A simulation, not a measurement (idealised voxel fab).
This section sets out a process module, namely voxel wiring stack.
FYI the section here is cut, 290 nm wide, cells are 5 nm squares.
This document writes a cross-section as a grid whose cells are square, and gives it as bands, listed from the top down; one or more rows of cells form a band.
First you get the band's top height and its bottom height, in nm, and then the materials it's made of, left to right, with each width in nm. If you see a single material with "edge to edge", that one covers the band edge to edge. "empty" is empty space.
It should be noted that heights are counted from 0, beneath which the wafer as supplied is of one material throughout, and that the lowest band possesses no lower boundary but continues downward, as written in "0..down".
Think of "30 to 40" as a width that walks from the first number to the second as you go down the band, top row to bottom row, taking equal-sized steps from row to row.
You'll sometimes find "no change occurred" written for a step, and that's the way of saying that nowhere in the cross-section did a cell change during that step.
The list in "Listed closed voids" covers empty spaces of 8 cells or more that cannot reach the top through any open way, and it gives each as width x height at distance; the distance is from the left edge, and width, height and distance are in nm.
If you see something after the settings on a step's line, that's the simulator's own remark about that step.
Regarding "overlay nm": on a step with a mask, it is the distance the mask lay to the right of its planned place; a negative value places it to the left.
List of planned process steps
| 1 | RECEIVE (material Si) |
| 2 | CONFORMAL_DEP (material SiO2; thk nm 10) |
| 3 | CONFORMAL_DEP (material SiN; thk nm 5) |
| 4 | DIRECTIONAL_DEP (material lowk; thk nm 15) |
| 5 | MASKED_ETCH (tone open; mask id METAL_1; width nm 20; pitch nm 50; etch materials lowk; depth nm 15; overlay nm 0) |
| 6 | MASKED_ETCH (tone open; mask id METAL_1; width nm 20; pitch nm 50; etch materials SiN; depth nm 5; overlay nm 0) |
| 7 | CONFORMAL_DEP (material TiN; thk nm 5) |
| 8 | FILL_DEP (material Cu; thk nm 5) |
| 9 | CMP (height nm 30) |
| 10 | CONFORMAL_DEP (material SiCN; thk nm 5) |
| 11 | DIRECTIONAL_DEP (material SiO2; thk nm 30) |
| 12 | PATTERN (tone open; mask id METAL_2_HOLES; material resist; width nm 15; pitch nm 50; thk nm 15; overlay nm 0) |
| 13 | DIRECTIONAL_ETCH (etch materials SiO2; depth nm 30) |
| 14 | STRIP (etch materials resist) |
| 15 | MASKED_ETCH (tone open; mask id METAL_2; width nm 20; pitch nm 50; etch materials SiO2; depth nm 15; overlay nm 0) |
| 16 | MASKED_ETCH (tone open; mask id METAL_2; width nm 20; pitch nm 50; etch materials SiCN; depth nm 5; overlay nm 0) |
| 17 | CONFORMAL_DEP (material TiN; thk nm 5) |
| 18 | FILL_DEP (material Cu; thk nm 5) |
| 19 | CMP (height nm 65) |
| 20 | CONFORMAL_DEP (material SiCN; thk nm 5) |
As received (post step 1): cross-section
> 0..down  Si edge to edge
> Listed closed voids: none
The module was run from the start shown above using the plan shown above, but one mistake was made doing it; the resulting wafer cross-section is below
> 70..65  SiCN edge to edge
> 65..55  SiO2 (60) | TiN (5) | Cu (10) | TiN (5) | SiO2 (30) | TiN (5) | Cu (10) | TiN (5) | SiO2 (30) | TiN (5) | Cu (10) | TiN (5) | SiO2 (30) | TiN (5) | Cu (10) | TiN (5) | SiO2 (60)
> 55..50  SiO2 (60) | TiN (5) | Cu (5) | TiN (10) | SiO2 (30) | TiN (5) | Cu (5) | TiN (10) | SiO2 (30) | TiN (5) | Cu (5) | TiN (10) | SiO2 (30) | TiN (5) | Cu (5) | TiN (10) | SiO2 (60)
> 50..40  SiO2 (60) | TiN (5) | Cu (5) | TiN (5) | SiO2 (35) | TiN (5) | Cu (5) | TiN (5) | SiO2 (35) | TiN (5) | Cu (5) | TiN (5) | SiO2 (35) | TiN (5) | Cu (5) | TiN (5) | SiO2 (65)
> 40..35  SiO2 (60) | TiN (15) | SiO2 (35) | TiN (15) | SiO2 (35) | TiN (15) | SiO2 (35) | TiN (15) | SiO2 (65)
> 35..30  SiCN (60) | TiN (10) | SiCN (40) | TiN (10) | SiCN (40) | TiN (10) | SiCN (40) | TiN (10) | SiCN (70)
> 30..15  lowk (60) | TiN (5) | Cu (10) | TiN (5) | lowk (30) | TiN (5) | Cu (10) | TiN (5) | lowk (30) | TiN (5) | Cu (10) | TiN (5) | lowk (30) | TiN (5) | Cu (10) | TiN (5) | lowk (60)
> 15..10  SiN (60) | TiN (20) | SiN (30) | TiN (20) | SiN (30) | TiN (20) | SiN (30) | TiN (20) | SiN (60)
> 10..0  SiO2 edge to edge
> 0..down  Si edge to edge
> Listed closed voids: none
It is concluded that the wafer was processed incorrectly with respect to the plan, in that off-plan run, step 16, actual operation and settings MASKED_ETCH (tone open; mask id METAL_2; width nm 20; pitch nm 50; etch materials SiCN; depth nm 5; overlay nm -10)
